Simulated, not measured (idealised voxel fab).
process module | voxel self aligned vias
cross-section cut | 145 nm wide | cells 5 nm
A cross-section is a grid of square cells, given in bands from the top down. A band is one or more rows of cells.
Each band's line starts with the height of the band's top and of its bottom, in nm. Then come its materials from left to right, each with its width in nm. One material with "throughout" fills the band from edge to edge. "air" is empty space.
Height 0 is the level under which the wafer as received is all one material. The lowest band goes on downwards, as in "0 down".
A width such as "30 to 40" changes by the same amount from each row of cells to the next, from the band's top row to its bottom row.
"no change" after a step means that no cell of the cross-section changed.
closed voids: empty space of 8 cells or more with no open way to the top, each as width x height at its distance from the left edge, in nm
after a step's settings: what the simulator itself notes on the step
overlay nm, on a step with a mask: how far to the right of its planned place the mask lay; to the left if negative
plan
1 op RECEIVE | material Si
2 op CONFORMAL_DEP | material SiO2 | thk nm 10
3 op CONFORMAL_DEP | material SiCN | thk nm 5
4 op DIRECTIONAL_DEP | material SiO2 | thk nm 30
5 op DIRECTIONAL_DEP | material aC | thk nm 10
6 op PATTERN | tone open | mask id LINES | material resist | width nm 30 | pitch nm 65 | thk nm 25 | overlay nm 0
7 op DIRECTIONAL_ETCH | etch materials aC | depth nm 10
8 op STRIP | etch materials resist
9 op DIRECTIONAL_ETCH | etch materials SiO2 | depth nm 30
10 op STRIP | etch materials aC
11 op CONFORMAL_DEP | material TiN | thk nm 5
12 op FILL_DEP | material W | thk nm 5
13 op CMP | height nm 45
14 op SELECTIVE_ETCH | etch materials W Ru TiN | depth nm 10
15 op FILL_DEP | material SiN | thk nm 10
16 op CMP | height nm 45
17 op DIRECTIONAL_DEP | material SiO2 | thk nm 20
18 op MASKED_ETCH | tone open | mask id VIAS | width nm 50 | etch materials SiO2 | depth nm 20 | overlay nm 0
19 op MASKED_ETCH | tone open | mask id VIAS | width nm 50 | etch materials SiN | depth nm 10 | overlay nm 0
20 op CONFORMAL_DEP | material TiN | thk nm 5
21 op FILL_DEP | material Cu | thk nm 10
22 op CMP | height nm 65
23 op CONFORMAL_DEP | material SiCN | thk nm 5
varied across the wafers: overlay nm of step 19. The plan shows the first wafer's value. All wafers start alike
first wafer as received, after step 1
  0 down: Si throughout
  closed voids: none
first wafer at the end, after step 23
  70 to 65: SiCN throughout
  65 to 50: SiO2 15 | TiN 5 | Cu 40 | TiN 5 | SiO2 80
  50 to 45: SiO2 15 | TiN 15 | Cu 20 | TiN 15 | SiO2 80
  45 to 40: SiO2 25 | TiN 5 | Cu 20 | TiN 5 | SiO2 35 | SiN 30 | SiO2 25
  40 to 35: SiO2 25 | TiN 30 | SiO2 35 | SiN 30 | SiO2 25
  35 to 20: SiO2 25 | TiN 5 | W 20 | TiN 5 | SiO2 35 | TiN 5 | W 20 | TiN 5 | SiO2 25
  20 to 15: SiO2 25 | TiN 30 | SiO2 35 | TiN 30 | SiO2 25
  15 to 10: SiCN throughout
  10 to 0: SiO2 throughout
  0 down: Si throughout
  closed voids: none
last wafer at the end
  70 to 65: SiCN throughout
  65 to 50: SiO2 15 | TiN 5 | Cu 40 | TiN 5 | SiO2 80
  50 to 45: SiO2 15 | TiN 20 | Cu 15 | TiN 15 | SiO2 80
  45 to 40: SiO2 25 | SiN 5 | TiN 5 | Cu 15 | TiN 5 | SiO2 35 | SiN 30 | SiO2 25
  40 to 35: SiO2 25 | SiN 5 | TiN 25 | SiO2 35 | SiN 30 | SiO2 25
  35 to 20: SiO2 25 | TiN 5 | W 20 | TiN 5 | SiO2 35 | TiN 5 | W 20 | TiN 5 | SiO2 25
  20 to 15: SiO2 25 | TiN 30 | SiO2 35 | TiN 30 | SiO2 25
  15 to 10: SiCN throughout
  10 to 0: SiO2 throughout
  0 down: Si throughout
  closed voids: none
each wafer at the end: cells of each material gained (+) or lost (-) since it was received, then its closed voids
overlay nm 0 | +32 Cu | +58 SiCN | +12 SiN | +236 SiO2 | +44 TiN | +24 W | closed voids: none
overlay nm 5 | +32 Cu | +58 SiCN | +12 SiN | +236 SiO2 | +44 TiN | +24 W | closed voids: none
overlay nm 10 | +32 Cu | +58 SiCN | +12 SiN | +236 SiO2 | +44 TiN | +24 W | closed voids: none
overlay nm 15 | +30 Cu | +58 SiCN | +14 SiN | +236 SiO2 | +44 TiN | +24 W | closed voids: none
